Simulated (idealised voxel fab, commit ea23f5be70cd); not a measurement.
You're looking at the process module voxel self aligned contacts.
The figure presents cross-section cut, which has a width of 220 nm and is divided into square cells with an edge length of 5 nm.
Bands, listed from the top down, are how a cross-section gets written in this document; the cross-section itself is a grid of square cells, and a band is one or more rows of them.
Band: top and bottom heights (nm) first, top before bottom; then materials from left to right, widths in nm. "all across" marks a sole material filling the band edge to edge. "blank" denotes empty space.
Basically, 0 is our baseline, since under it the wafer straight out of the box is all one material. The bottom band has no lower end and keeps on going down, so it looks like "0..down".
The width entry "30->40" should be interpreted row by row: the top row of cells in the band takes the first number, the bottom row takes the second number, and the change between adjacent rows is uniform throughout.
It should be understood that the words "all unchanged", when stated for a given step, signify that the cross-section underwent no change in any of its cells during that step.
"Sealed internal cavities" lists enclosed empty spaces (at least 8 cells, no open path upward to the top), each as width x height at distance from the left edge, in nm.
Formally, on a step line, whatever follows the settings is a remark that the simulator itself makes on the step.
overlay nm: how far to the right of its planned place the mask lay on this masked step (negative: to the left).
# Process steps (planned)
| 1 | RECEIVE, material Si |
| 2 | CONFORMAL_DEP, material SiO2, thk nm 5 |
| 3 | DIRECTIONAL_DEP, material polySi, thk nm 30 |
| 4 | DIRECTIONAL_DEP, material SiN, thk nm 15 |
| 5 | PATTERN, tone cover, mask id GATE, material resist, width nm 25, pitch nm 55, thk nm 20, overlay nm 0 |
| 6 | DIRECTIONAL_ETCH, etch materials SiN, depth nm 15 |
| 7 | DIRECTIONAL_ETCH, etch materials polySi, depth nm 30 |
| 8 | STRIP, etch materials resist |
| 9 | CONFORMAL_DEP, material SiN, thk nm 5 |
| 10 | DIRECTIONAL_ETCH, etch materials SiN, depth nm 5 |
| 11 | FILL_DEP, material SiO2, thk nm 10 |
| 12 | CMP, height nm 55 |
| 13 | PATTERN, tone open, mask id CONTACT, material resist, width nm 40, pitch nm 55, thk nm 20, overlay nm 0 |
| 14 | DIRECTIONAL_ETCH, etch materials SiO2, depth nm 55 |
| 15 | STRIP, etch materials resist |
| 16 | CONFORMAL_DEP, material TiN, thk nm 5 |
| 17 | FILL_DEP, material W, thk nm 5 |
| 18 | CMP, height nm 55 |
| 19 | CONFORMAL_DEP, material SiCN, thk nm 5 |
# Cross-sectional view of the wafer in its as-received condition, corresponding to the state after step 1
  0..down  Si all across
  Sealed internal cavities: none
# Cross-section, end of module. Start: as above. Plan: as above. Execution: one mistake
  60..55  SiCN all across
  55..45  60 nm SiO2 / 5->15 nm TiN / 30->10 nm W / 5->15 nm TiN / 15 nm SiO2 / 5->15 nm TiN / 30->10 nm W / 5->15 nm TiN / 65 nm SiO2
  45..30  35 nm SiO2 / 35 nm SiN / 5 nm TiN / 10 nm W / 5 nm TiN / 35 nm SiN / 5 nm TiN / 10 nm W / 5 nm TiN / 35 nm SiN / 40 nm SiO2
  30..5  35 nm SiO2 / 5 nm SiN / 25 nm polySi / 5 nm SiN / 5 nm TiN / 10 nm W / 5 nm TiN / 5 nm SiN / 25 nm polySi / 5 nm SiN / 5 nm TiN / 10 nm W / 5 nm TiN / 5 nm SiN / 25 nm polySi / 5 nm SiN / 40 nm SiO2
  5..0  35 nm SiO2 / 5 nm SiN / 25 nm polySi / 5 nm SiN / 20 nm TiN / 5 nm SiN / 25 nm polySi / 5 nm SiN / 20 nm TiN / 5 nm SiN / 25 nm polySi / 5 nm SiN / 40 nm SiO2
  0..down  Si all across
  Sealed internal cavities: none
Where did the run depart from the plan? plan step 2: skipped, not run
